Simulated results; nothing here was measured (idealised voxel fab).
Documented hereafter: the process module known as voxel wiring stack.
Section cut is 240 nm wide and gridded with 5 nm square cells.
This document writes a cross-section as a grid whose cells are square, and gives it as bands, listed from the top down; one or more rows of cells form a band. What a band's entry tells you: where the top is and where the bottom is, as heights in nm, and after that what lies inside, material by material from left to right, each with its width in nm. Empty space is written as the word "blank", and a single material marked with the word "edge to edge" occupies the band from edge to edge. The level at which height equals 0 is the one under which the wafer, as it arrives, is entirely one material. No lower edge exists for the bottom band, which continues downward and is notated as in "0 down". A width given as "30..40" starts at the first number in the band's top row and ends at the second number in its bottom row, shifting by an equal amount at every step from row to row. For the purposes of this document, the phrase "stayed the same" attached to a step denotes that no cell within the cross-section was modified by that step. In "Completely sealed voids" the enclosed voids are listed, meaning empty spaces of 8 cells or larger without any opening to the top. The form is width x height at distance, distance from the left edge, units nm. Read whatever lies past the settings on a step's line as the simulator's own remark about the step. Steps that use a mask can have "overlay nm" on their line. It says how far the mask sat to the right of where it was meant to be. Negative means to the left.

[These are the steps we planned for the process]
1: RECEIVE, material Si
2: CONFORMAL_DEP, material SiO2, thk nm 15
3: CONFORMAL_DEP, material SiN, thk nm 5
4: DIRECTIONAL_DEP, material SiO2, thk nm 20
5: MASKED_ETCH, tone open, mask id METAL_1, width nm 30, pitch nm 50, etch materials SiO2, depth nm 20, overlay nm 0
6: MASKED_ETCH, tone open, mask id METAL_1, width nm 30, pitch nm 50, etch materials SiN, depth nm 5, overlay nm 0
7: CONFORMAL_DEP, material TiN, thk nm 5
8: FILL_DEP, material Cu, thk nm 5
9: CMP, height nm 40
10: CONFORMAL_DEP, material SiCN, thk nm 5
11: DIRECTIONAL_DEP, material SiO2, thk nm 15
12: PATTERN, tone open, mask id PLUG_1, material resist, width nm 15, pitch nm 50, thk nm 15, overlay nm 0
13: DIRECTIONAL_ETCH, etch materials SiO2, depth nm 15
14: DIRECTIONAL_ETCH, etch materials SiCN, depth nm 5
15: STRIP, etch materials resist
16: CONFORMAL_DEP, material TiN, thk nm 5
17: FILL_DEP, material Ru, thk nm 5
18: CMP, height nm 60
19: DIRECTIONAL_DEP, material TiN, thk nm 5
20: DIRECTIONAL_DEP, material Ru, thk nm 20
21: DIRECTIONAL_DEP, material aC, thk nm 10
22: PATTERN, tone cover, mask id METAL_2, material resist, width nm 30, pitch nm 50, thk nm 25, overlay nm 0
23: DIRECTIONAL_ETCH, etch materials aC, depth nm 10
24: STRIP, etch materials resist
25: DIRECTIONAL_ETCH, etch materials Ru, depth nm 20
26: DIRECTIONAL_ETCH, etch materials TiN, depth nm 5
27: STRIP, etch materials aC
28: CONFORMAL_DEP, material SiCN, thk nm 5
29: FILL_DEP, material lowk, thk nm 5
30: CMP, height nm 85
31: CONFORMAL_DEP, material SiCN, thk nm 5
32: DIRECTIONAL_DEP, material SiO2, thk nm 30
33: PATTERN, tone open, mask id METAL_3_HOLES, material resist, width nm 15, pitch nm 100, thk nm 15, overlay nm 0
34: DIRECTIONAL_ETCH, etch materials SiO2, depth nm 30
35: STRIP, etch materials resist
36: PATTERN, tone open, mask id METAL_3, material resist, width nm 30, pitch nm 50, thk nm 20, overlay nm 0
37: DIRECTIONAL_ETCH, etch materials SiO2, depth nm 20
38: DIRECTIONAL_ETCH, etch materials SiCN, depth nm 5
39: STRIP, etch materials resist
40: CONFORMAL_DEP, material TiN, thk nm 5
41: FILL_DEP, material Cu, thk nm 10
42: CMP, height nm 120
43: CONFORMAL_DEP, material SiCN, thk nm 5

[First of two wafers, processed according to plan]

[The cross-section here shows the wafer as received, i.e. in its state after step 1]
    0 down | Si edge to edge
    Completely sealed voids: none

[Step 2 complete: cross-section through the wafer]
    15 to 0 | SiO2 edge to edge
    Everything below 0 is unchanged.

[Step 3 complete: cross-section through the wafer]
    20 to 15 | SiN edge to edge
    Everything below 15 is unchanged.

[Step 4 complete: cross-section through the wafer]
    40 to 20 | SiO2 edge to edge
    Everything below 20 is unchanged.

[Step 5 complete: cross-section through the wafer]
    40 to 20 | SiO2=30, blank=30, SiO2=20, blank=30, SiO2=20, blank=30, SiO2=20, blank=30, SiO2=30
    Everything below 20 is unchanged.

[Step 6 complete: cross-section through the wafer]
    40 to 20 | SiO2=30, blank=30, SiO2=20, blank=30, SiO2=20, blank=30, SiO2=20, blank=30, SiO2=30
    20 to 15 | SiN=30, blank=30, SiN=20, blank=30, SiN=20, blank=30, SiN=20, blank=30, SiN=30
    Everything below 15 is unchanged.

[Step 7 complete: cross-section through the wafer]
    45 to 40 | TiN=35, blank=20, TiN=30, blank=20, TiN=30, blank=20, TiN=30, blank=20, TiN=35
    40 to 20 | SiO2=30, TiN=5, blank=20, TiN=5, SiO2=20, TiN=5, blank=20, TiN=5, SiO2=20, TiN=5, blank=20, TiN=5, SiO2=20, TiN=5, blank=20, TiN=5, SiO2=30
    20 to 15 | SiN=30, TiN=30, SiN=20, TiN=30, SiN=20, TiN=30, SiN=20, TiN=30, SiN=30
    Everything below 15 is unchanged.

[Step 8 complete: cross-section through the wafer]
    50 to 45 | Cu edge to edge
    45 to 40 | TiN=35, Cu=20, TiN=30, Cu=20, TiN=30, Cu=20, TiN=30, Cu=20, TiN=35
    40 to 20 | SiO2=30, TiN=5, Cu=20, TiN=5, SiO2=20, TiN=5, Cu=20, TiN=5, SiO2=20, TiN=5, Cu=20, TiN=5, SiO2=20, TiN=5, Cu=20, TiN=5, SiO2=30
    Everything below 20 is unchanged.

[Step 9 complete: cross-section through the wafer]
    40 to 20 | SiO2=30, TiN=5, Cu=20, TiN=5, SiO2=20, TiN=5, Cu=20, TiN=5, SiO2=20, TiN=5, Cu=20, TiN=5, SiO2=20, TiN=5, Cu=20, TiN=5, SiO2=30
    Everything below 20 is unchanged.

[Step 10 complete: cross-section through the wafer]
    45 to 40 | SiCN edge to edge
    Everything below 40 is unchanged.

[Step 11 complete: cross-section through the wafer]
    60 to 45 | SiO2 edge to edge
    Everything below 45 is unchanged.

[Step 12 complete: cross-section through the wafer]
    75 to 60 | resist=30, blank=15, resist=35, blank=15, resist=35, blank=15, resist=35, blank=15, resist=45
    Everything below 60 is unchanged.

[Step 13 complete: cross-section through the wafer]
    75 to 60 | resist=30, blank=15, resist=35, blank=15, resist=35, blank=15, resist=35, blank=15, resist=45
    60 to 45 | SiO2=30, blank=15, SiO2=35, blank=15, SiO2=35, blank=15, SiO2=35, blank=15, SiO2=45
    Everything below 45 is unchanged.

[Step 14 complete: cross-section through the wafer]
    75 to 60 | resist=30, blank=15, resist=35, blank=15, resist=35, blank=15, resist=35, blank=15, resist=45
    60 to 45 | SiO2=30, blank=15, SiO2=35, blank=15, SiO2=35, blank=15, SiO2=35, blank=15, SiO2=45
    45 to 40 | SiCN=30, blank=15, SiCN=35, blank=15, SiCN=35, blank=15, SiCN=35, blank=15, SiCN=45
    Everything below 40 is unchanged.

[Step 15 complete: cross-section through the wafer]
    60 to 45 | SiO2=30, blank=15, SiO2=35, blank=15, SiO2=35, blank=15, SiO2=35, blank=15, SiO2=45
    Everything below 45 is unchanged.

[Step 16 complete: cross-section through the wafer]
    65 to 60 | TiN=35, blank=5, TiN=45, blank=5, TiN=45, blank=5, TiN=45, blank=5, TiN=50
    60 to 45 | SiO2=30, TiN=5, blank=5, TiN=5, SiO2=35, TiN=5, blank=5, TiN=5, SiO2=35, TiN=5, blank=5, TiN=5, SiO2=35, TiN=5, blank=5, TiN=5, SiO2=45
    45 to 40 | SiCN=30, TiN=15, SiCN=35, TiN=15, SiCN=35, TiN=15, SiCN=35, TiN=15, SiCN=45
    Everything below 40 is unchanged.

[Step 17 complete: cross-section through the wafer]
    70 to 65 | Ru edge to edge
    65 to 60 | TiN=35, Ru=5, TiN=45, Ru=5, TiN=45, Ru=5, TiN=45, Ru=5, TiN=50
    60 to 45 | SiO2=30, TiN=5, Ru=5, TiN=5, SiO2=35, TiN=5, Ru=5, TiN=5, SiO2=35, TiN=5, Ru=5, TiN=5, SiO2=35, TiN=5, Ru=5, TiN=5, SiO2=45
    Everything below 45 is unchanged.

[Step 18 complete: cross-section through the wafer]
    60 to 45 | SiO2=30, TiN=5, Ru=5, TiN=5, SiO2=35, TiN=5, Ru=5, TiN=5, SiO2=35, TiN=5, Ru=5, TiN=5, SiO2=35, TiN=5, Ru=5, TiN=5, SiO2=45
    Everything below 45 is unchanged.

[Step 19 complete: cross-section through the wafer]
    65 to 60 | TiN edge to edge
    Everything below 60 is unchanged.

[Step 20 complete: cross-section through the wafer]
    85 to 65 | Ru edge to edge
    Everything below 65 is unchanged.

[Step 21 complete: cross-section through the wafer]
    95 to 85 | aC edge to edge
    Everything below 85 is unchanged.

[Step 22 complete: cross-section through the wafer]
    120 to 95 | blank=30, resist=30, blank=20, resist=30, blank=20, resist=30, blank=20, resist=30, blank=30
    Everything below 95 is unchanged.

[Step 23 complete: cross-section through the wafer]
    110 to 95 | blank=30, resist=30, blank=20, resist=30, blank=20, resist=30, blank=20, resist=30, blank=30
    95 to 85 | blank=30, aC=30, blank=20, aC=30, blank=20, aC=30, blank=20, aC=30, blank=30
    Everything below 85 is unchanged.

[Step 24 complete: cross-section through the wafer]
    95 to 85 | blank=30, aC=30, blank=20, aC=30, blank=20, aC=30, blank=20, aC=30, blank=30
    Everything below 85 is unchanged.

[Step 25 complete: cross-section through the wafer]
    95 to 85 | blank=30, aC=30, blank=20, aC=30, blank=20, aC=30, blank=20, aC=30, blank=30
    85 to 65 | blank=30, Ru=30, blank=20, Ru=30, blank=20, Ru=30, blank=20, Ru=30, blank=30
    Everything below 65 is unchanged.

[Step 26 complete: cross-section through the wafer]
    95 to 85 | blank=30, aC=30, blank=20, aC=30, blank=20, aC=30, blank=20, aC=30, blank=30
    85 to 65 | blank=30, Ru=30, blank=20, Ru=30, blank=20, Ru=30, blank=20, Ru=30, blank=30
    65 to 60 | blank=30, TiN=30, blank=20, TiN=30, blank=20, TiN=30, blank=20, TiN=30, blank=30
    Everything below 60 is unchanged.

[Step 27 complete: cross-section through the wafer]
    85 to 65 | blank=30, Ru=30, blank=20, Ru=30, blank=20, Ru=30, blank=20, Ru=30, blank=30
    Everything below 65 is unchanged.

[Step 28 complete: cross-section through the wafer]
    90 to 85 | blank=25, SiCN=40, blank=10, SiCN=40, blank=10, SiCN=40, blank=10, SiCN=40, blank=25
    85 to 65 | blank=25, SiCN=5, Ru=30, SiCN=5, blank=10, SiCN=5, Ru=30, SiCN=5, blank=10, SiCN=5, Ru=30, SiCN=5, blank=10, SiCN=5, Ru=30, SiCN=5, blank=25
    65 to 60 | SiCN=30, TiN=30, SiCN=20, TiN=30, SiCN=20, TiN=30, SiCN=20, TiN=30, SiCN=30
    Everything below 60 is unchanged.

[Step 29 complete: cross-section through the wafer]
    95 to 90 | lowk edge to edge
    90 to 85 | lowk=25, SiCN=40, lowk=10, SiCN=40, lowk=10, SiCN=40, lowk=10, SiCN=40, lowk=25
    85 to 65 | lowk=25, SiCN=5, Ru=30, SiCN=5, lowk=10, SiCN=5, Ru=30, SiCN=5, lowk=10, SiCN=5, Ru=30, SiCN=5, lowk=10, SiCN=5, Ru=30, SiCN=5, lowk=25
    Everything below 65 is unchanged.

[Step 30 complete: cross-section through the wafer]
    85 to 65 | lowk=25, SiCN=5, Ru=30, SiCN=5, lowk=10, SiCN=5, Ru=30, SiCN=5, lowk=10, SiCN=5, Ru=30, SiCN=5, lowk=10, SiCN=5, Ru=30, SiCN=5, lowk=25
    Everything below 65 is unchanged.

[Step 31 complete: cross-section through the wafer]
    90 to 85 | SiCN edge to edge
    Everything below 85 is unchanged.

[Step 32 complete: cross-section through the wafer]
    120 to 90 | SiO2 edge to edge
    Everything below 90 is unchanged.

[Step 33 complete: cross-section through the wafer]
    135 to 120 | resist=30, blank=15, resist=85, blank=15, resist=95
    Everything below 120 is unchanged.

[Step 34 complete: cross-section through the wafer]
    135 to 120 | resist=30, blank=15, resist=85, blank=15, resist=95
    120 to 90 | SiO2=30, blank=15, SiO2=85, blank=15, SiO2=95
    Everything below 90 is unchanged.

[Step 35 complete: cross-section through the wafer]
    120 to 90 | SiO2=30, blank=15, SiO2=85, blank=15, SiO2=95
    Everything below 90 is unchanged.

[Step 36 complete: cross-section through the wafer]
    140 to 120 | resist=30, blank=30, resist=20, blank=30, resist=20, blank=30, resist=20, blank=30, resist=30
    Everything below 120 is unchanged.

[Step 37 complete: cross-section through the wafer]
    140 to 120 | resist=30, blank=30, resist=20, blank=30, resist=20, blank=30, resist=20, blank=30, resist=30
    120 to 100 | SiO2=30, blank=30, SiO2=20, blank=30, SiO2=20, blank=30, SiO2=20, blank=30, SiO2=30
    Everything below 100 is unchanged.

[Step 38 complete: cross-section through the wafer]
    140 to 120 | resist=30, blank=30, resist=20, blank=30, resist=20, blank=30, resist=20, blank=30, resist=30
    120 to 100 | SiO2=30, blank=30, SiO2=20, blank=30, SiO2=20, blank=30, SiO2=20, blank=30, SiO2=30
    100 to 90 | SiO2=30, blank=15, SiO2=85, blank=15, SiO2=95
    90 to 85 | SiCN=30, blank=15, SiCN=85, blank=15, SiCN=95
    Everything below 85 is unchanged.

[Step 39 complete: cross-section through the wafer]
    120 to 100 | SiO2=30, blank=30, SiO2=20, blank=30, SiO2=20, blank=30, SiO2=20, blank=30, SiO2=30
    Everything below 100 is unchanged.

[Step 40 complete: cross-section through the wafer]
    125 to 120 | TiN=35, blank=20, TiN=30, blank=20, TiN=30, blank=20, TiN=30, blank=20, TiN=35
    120 to 105 | SiO2=30, TiN=5, blank=20, TiN=5, SiO2=20, TiN=5, blank=20, TiN=5, SiO2=20, TiN=5, blank=20, TiN=5, SiO2=20, TiN=5, blank=20, TiN=5, SiO2=30
    105 to 100 | SiO2=30, TiN=5, blank=5, TiN=20, SiO2=20, TiN=30, SiO2=20, TiN=5, blank=5, TiN=20, SiO2=20, TiN=30, SiO2=30
    100 to 90 | SiO2=30, TiN=5, blank=5, TiN=5, SiO2=85, TiN=5, blank=5, TiN=5, SiO2=95
    90 to 85 | SiCN=30, TiN=15, SiCN=85, TiN=15, SiCN=95
    Everything below 85 is unchanged.

[Step 41 complete: cross-section through the wafer]
    135 to 125 | Cu edge to edge
    125 to 120 | TiN=35, Cu=20, TiN=30, Cu=20, TiN=30, Cu=20, TiN=30, Cu=20, TiN=35
    120 to 105 | SiO2=30, TiN=5, Cu=20, TiN=5, SiO2=20, TiN=5, Cu=20, TiN=5, SiO2=20, TiN=5, Cu=20, TiN=5, SiO2=20, TiN=5, Cu=20, TiN=5, SiO2=30
    105 to 100 | SiO2=30, TiN=5, Cu=5, TiN=20, SiO2=20, TiN=30, SiO2=20, TiN=5, Cu=5, TiN=20, SiO2=20, TiN=30, SiO2=30
    100 to 90 | SiO2=30, TiN=5, Cu=5, TiN=5, SiO2=85, TiN=5, Cu=5, TiN=5, SiO2=95
    Everything below 90 is unchanged.

[Step 42 complete: cross-section through the wafer]
    120 to 105 | SiO2=30, TiN=5, Cu=20, TiN=5, SiO2=20, TiN=5, Cu=20, TiN=5, SiO2=20, TiN=5, Cu=20, TiN=5, SiO2=20, TiN=5, Cu=20, TiN=5, SiO2=30
    Everything below 105 is unchanged.

[Step 43 complete: cross-section through the wafer]
    125 to 120 | SiCN edge to edge
    Everything below 120 is unchanged.

[Second of two: same start, same plan, one run error; steps up to and including 2 match the first]

[The second wafer in cross-section, at the planned close of step 3]
    20 to 15 | SiCN edge to edge
    Everything below 15 is unchanged.

[The second wafer in cross-section, at the planned close of step 4]
    40 to 20 | SiO2 edge to edge
    Everything below 20 is unchanged.

[The second wafer in cross-section, at the planned close of step 5]
    40 to 20 | SiO2=30, blank=30, SiO2=20, blank=30, SiO2=20, blank=30, SiO2=20, blank=30, SiO2=30
    Everything below 20 is unchanged.

The second wafer in cross-section, at the planned close of step 6: stayed the same

[The second wafer in cross-section, at the planned close of step 7]
    45 to 40 | TiN=35, blank=20, TiN=30, blank=20, TiN=30, blank=20, TiN=30, blank=20, TiN=35
    40 to 25 | SiO2=30, TiN=5, blank=20, TiN=5, SiO2=20, TiN=5, blank=20, TiN=5, SiO2=20, TiN=5, blank=20, TiN=5, SiO2=20, TiN=5, blank=20, TiN=5, SiO2=30
    25 to 20 | SiO2=30, TiN=30, SiO2=20, TiN=30, SiO2=20, TiN=30, SiO2=20, TiN=30, SiO2=30
    Everything below 20 is unchanged.

[The second wafer in cross-section, at the planned close of step 8]
    50 to 45 | Cu edge to edge
    45 to 40 | TiN=35, Cu=20, TiN=30, Cu=20, TiN=30, Cu=20, TiN=30, Cu=20, TiN=35
    40 to 25 | SiO2=30, TiN=5, Cu=20, TiN=5, SiO2=20, TiN=5, Cu=20, TiN=5, SiO2=20, TiN=5, Cu=20, TiN=5, SiO2=20, TiN=5, Cu=20, TiN=5, SiO2=30
    Everything below 25 is unchanged.

[The second wafer in cross-section, at the planned close of step 9]
    40 to 25 | SiO2=30, TiN=5, Cu=20, TiN=5, SiO2=20, TiN=5, Cu=20, TiN=5, SiO2=20, TiN=5, Cu=20, TiN=5, SiO2=20, TiN=5, Cu=20, TiN=5, SiO2=30
    Everything below 25 is unchanged.

[The second wafer in cross-section, at the planned close of step 10]
    45 to 40 | SiCN edge to edge
    Everything below 40 is unchanged.

[The second wafer in cross-section, at the planned close of step 11]
    60 to 45 | SiO2 edge to edge
    Everything below 45 is unchanged.

[The second wafer in cross-section, at the planned close of step 12]
    75 to 60 | resist=30, blank=15, resist=35, blank=15, resist=35, blank=15, resist=35, blank=15, resist=45
    Everything below 60 is unchanged.

[The second wafer in cross-section, at the planned close of step 13]
    75 to 60 | resist=30, blank=15, resist=35, blank=15, resist=35, blank=15, resist=35, blank=15, resist=45
    60 to 45 | SiO2=30, blank=15, SiO2=35, blank=15, SiO2=35, blank=15, SiO2=35, blank=15, SiO2=45
    Everything below 45 is unchanged.

[The second wafer in cross-section, at the planned close of step 14]
    75 to 60 | resist=30, blank=15, resist=35, blank=15, resist=35, blank=15, resist=35, blank=15, resist=45
    60 to 45 | SiO2=30, blank=15, SiO2=35, blank=15, SiO2=35, blank=15, SiO2=35, blank=15, SiO2=45
    45 to 40 | SiCN=30, blank=15, SiCN=35, blank=15, SiCN=35, blank=15, SiCN=35, blank=15, SiCN=45
    Everything below 40 is unchanged.

[The second wafer in cross-section, at the planned close of step 15]
    60 to 45 | SiO2=30, blank=15, SiO2=35, blank=15, SiO2=35, blank=15, SiO2=35, blank=15, SiO2=45
    Everything below 45 is unchanged.

[The second wafer in cross-section, at the planned close of step 16]
    65 to 60 | TiN=35, blank=5, TiN=45, blank=5, TiN=45, blank=5, TiN=45, blank=5, TiN=50
    60 to 45 | SiO2=30, TiN=5, blank=5, TiN=5, SiO2=35, TiN=5, blank=5, TiN=5, SiO2=35, TiN=5, blank=5, TiN=5, SiO2=35, TiN=5, blank=5, TiN=5, SiO2=45
    45 to 40 | SiCN=30, TiN=15, SiCN=35, TiN=15, SiCN=35, TiN=15, SiCN=35, TiN=15, SiCN=45
    Everything below 40 is unchanged.

[The second wafer in cross-section, at the planned close of step 17]
    70 to 65 | Ru edge to edge
    65 to 60 | TiN=35, Ru=5, TiN=45, Ru=5, TiN=45, Ru=5, TiN=45, Ru=5, TiN=50
    60 to 45 | SiO2=30, TiN=5, Ru=5, TiN=5, SiO2=35, TiN=5, Ru=5, TiN=5, SiO2=35, TiN=5, Ru=5, TiN=5, SiO2=35, TiN=5, Ru=5, TiN=5, SiO2=45
    Everything below 45 is unchanged.

[The second wafer in cross-section, at the planned close of step 18]
    60 to 45 | SiO2=30, TiN=5, Ru=5, TiN=5, SiO2=35, TiN=5, Ru=5, TiN=5, SiO2=35, TiN=5, Ru=5, TiN=5, SiO2=35, TiN=5, Ru=5, TiN=5, SiO2=45
    Everything below 45 is unchanged.

[The second wafer in cross-section, at the planned close of step 19]
    65 to 60 | TiN edge to edge
    Everything below 60 is unchanged.

[The second wafer in cross-section, at the planned close of step 20]
    85 to 65 | Ru edge to edge
    Everything below 65 is unchanged.

[The second wafer in cross-section, at the planned close of step 21]
    95 to 85 | aC edge to edge
    Everything below 85 is unchanged.

[The second wafer in cross-section, at the planned close of step 22]
    120 to 95 | blank=30, resist=30, blank=20, resist=30, blank=20, resist=30, blank=20, resist=30, blank=30
    Everything below 95 is unchanged.

[The second wafer in cross-section, at the planned close of step 23]
    110 to 95 | blank=30, resist=30, blank=20, resist=30, blank=20, resist=30, blank=20, resist=30, blank=30
    95 to 85 | blank=30, aC=30, blank=20, aC=30, blank=20, aC=30, blank=20, aC=30, blank=30
    Everything below 85 is unchanged.

[The second wafer in cross-section, at the planned close of step 24]
    95 to 85 | blank=30, aC=30, blank=20, aC=30, blank=20, aC=30, blank=20, aC=30, blank=30
    Everything below 85 is unchanged.

[The second wafer in cross-section, at the planned close of step 25]
    95 to 85 | blank=30, aC=30, blank=20, aC=30, blank=20, aC=30, blank=20, aC=30, blank=30
    85 to 65 | blank=30, Ru=30, blank=20, Ru=30, blank=20, Ru=30, blank=20, Ru=30, blank=30
    Everything below 65 is unchanged.

[The second wafer in cross-section, at the planned close of step 26]
    95 to 85 | blank=30, aC=30, blank=20, aC=30, blank=20, aC=30, blank=20, aC=30, blank=30
    85 to 65 | blank=30, Ru=30, blank=20, Ru=30, blank=20, Ru=30, blank=20, Ru=30, blank=30
    65 to 60 | blank=30, TiN=30, blank=20, TiN=30, blank=20, TiN=30, blank=20, TiN=30, blank=30
    Everything below 60 is unchanged.

[The second wafer in cross-section, at the planned close of step 27]
    85 to 65 | blank=30, Ru=30, blank=20, Ru=30, blank=20, Ru=30, blank=20, Ru=30, blank=30
    Everything below 65 is unchanged.

[The second wafer in cross-section, at the planned close of step 28]
    90 to 85 | blank=25, SiCN=40, blank=10, SiCN=40, blank=10, SiCN=40, blank=10, SiCN=40, blank=25
    85 to 65 | blank=25, SiCN=5, Ru=30, SiCN=5, blank=10, SiCN=5, Ru=30, SiCN=5, blank=10, SiCN=5, Ru=30, SiCN=5, blank=10, SiCN=5, Ru=30, SiCN=5, blank=25
    65 to 60 | SiCN=30, TiN=30, SiCN=20, TiN=30, SiCN=20, TiN=30, SiCN=20, TiN=30, SiCN=30
    Everything below 60 is unchanged.

[The second wafer in cross-section, at the planned close of step 29]
    95 to 90 | lowk edge to edge
    90 to 85 | lowk=25, SiCN=40, lowk=10, SiCN=40, lowk=10, SiCN=40, lowk=10, SiCN=40, lowk=25
    85 to 65 | lowk=25, SiCN=5, Ru=30, SiCN=5, lowk=10, SiCN=5, Ru=30, SiCN=5, lowk=10, SiCN=5, Ru=30, SiCN=5, lowk=10, SiCN=5, Ru=30, SiCN=5, lowk=25
    Everything below 65 is unchanged.

[The second wafer in cross-section, at the planned close of step 30]
    85 to 65 | lowk=25, SiCN=5, Ru=30, SiCN=5, lowk=10, SiCN=5, Ru=30, SiCN=5, lowk=10, SiCN=5, Ru=30, SiCN=5, lowk=10, SiCN=5, Ru=30, SiCN=5, lowk=25
    Everything below 65 is unchanged.

[The second wafer in cross-section, at the planned close of step 31]
    90 to 85 | SiCN edge to edge
    Everything below 85 is unchanged.

[The second wafer in cross-section, at the planned close of step 32]
    120 to 90 | SiO2 edge to edge
    Everything below 90 is unchanged.

[The second wafer in cross-section, at the planned close of step 33]
    135 to 120 | resist=30, blank=15, resist=85, blank=15, resist=95
    Everything below 120 is unchanged.

[The second wafer in cross-section, at the planned close of step 34]
    135 to 120 | resist=30, blank=15, resist=85, blank=15, resist=95
    120 to 90 | SiO2=30, blank=15, SiO2=85, blank=15, SiO2=95
    Everything below 90 is unchanged.

[The second wafer in cross-section, at the planned close of step 35]
    120 to 90 | SiO2=30, blank=15, SiO2=85, blank=15, SiO2=95
    Everything below 90 is unchanged.

[The second wafer in cross-section, at the planned close of step 36]
    140 to 120 | resist=30, blank=30, resist=20, blank=30, resist=20, blank=30, resist=20, blank=30, resist=30
    Everything below 120 is unchanged.

[The second wafer in cross-section, at the planned close of step 37]
    140 to 120 | resist=30, blank=30, resist=20, blank=30, resist=20, blank=30, resist=20, blank=30, resist=30
    120 to 100 | SiO2=30, blank=30, SiO2=20, blank=30, SiO2=20, blank=30, SiO2=20, blank=30, SiO2=30
    Everything below 100 is unchanged.

[The second wafer in cross-section, at the planned close of step 38]
    140 to 120 | resist=30, blank=30, resist=20, blank=30, resist=20, blank=30, resist=20, blank=30, resist=30
    120 to 100 | SiO2=30, blank=30, SiO2=20, blank=30, SiO2=20, blank=30, SiO2=20, blank=30, SiO2=30
    100 to 90 | SiO2=30, blank=15, SiO2=85, blank=15, SiO2=95
    90 to 85 | SiCN=30, blank=15, SiCN=85, blank=15, SiCN=95
    Everything below 85 is unchanged.

[The second wafer in cross-section, at the planned close of step 39]
    120 to 100 | SiO2=30, blank=30, SiO2=20, blank=30, SiO2=20, blank=30, SiO2=20, blank=30, SiO2=30
    Everything below 100 is unchanged.

[The second wafer in cross-section, at the planned close of step 40]
    125 to 120 | TiN=35, blank=20, TiN=30, blank=20, TiN=30, blank=20, TiN=30, blank=20, TiN=35
    120 to 105 | SiO2=30, TiN=5, blank=20, TiN=5, SiO2=20, TiN=5, blank=20, TiN=5, SiO2=20, TiN=5, blank=20, TiN=5, SiO2=20, TiN=5, blank=20, TiN=5, SiO2=30
    105 to 100 | SiO2=30, TiN=5, blank=5, TiN=20, SiO2=20, TiN=30, SiO2=20, TiN=5, blank=5, TiN=20, SiO2=20, TiN=30, SiO2=30
    100 to 90 | SiO2=30, TiN=5, blank=5, TiN=5, SiO2=85, TiN=5, blank=5, TiN=5, SiO2=95
    90 to 85 | SiCN=30, TiN=15, SiCN=85, TiN=15, SiCN=95
    Everything below 85 is unchanged.

[The second wafer in cross-section, at the planned close of step 41]
    135 to 125 | Cu edge to edge
    125 to 120 | TiN=35, Cu=20, TiN=30, Cu=20, TiN=30, Cu=20, TiN=30, Cu=20, TiN=35
    120 to 105 | SiO2=30, TiN=5, Cu=20, TiN=5, SiO2=20, TiN=5, Cu=20, TiN=5, SiO2=20, TiN=5, Cu=20, TiN=5, SiO2=20, TiN=5, Cu=20, TiN=5, SiO2=30
    105 to 100 | SiO2=30, TiN=5, Cu=5, TiN=20, SiO2=20, TiN=30, SiO2=20, TiN=5, Cu=5, TiN=20, SiO2=20, TiN=30, SiO2=30
    100 to 90 | SiO2=30, TiN=5, Cu=5, TiN=5, SiO2=85, TiN=5, Cu=5, TiN=5, SiO2=95
    Everything below 90 is unchanged.

[The second wafer in cross-section, at the planned close of step 42]
    120 to 105 | SiO2=30, TiN=5, Cu=20, TiN=5, SiO2=20, TiN=5, Cu=20, TiN=5, SiO2=20, TiN=5, Cu=20, TiN=5, SiO2=20, TiN=5, Cu=20, TiN=5, SiO2=30
    Everything below 105 is unchanged.

[The second wafer in cross-section, at the planned close of step 43]
    125 to 120 | SiCN edge to edge
    Everything below 120 is unchanged.
Deviation from plan: step 3, actual vs plan mismatch, actual run CONFORMAL_DEP, material SiCN, thk nm 5
at the end the second wafer has, in cells: Cu: 16 fewer; SiCN: 48 more; SiN: 24 fewer; TiN: 8 fewer
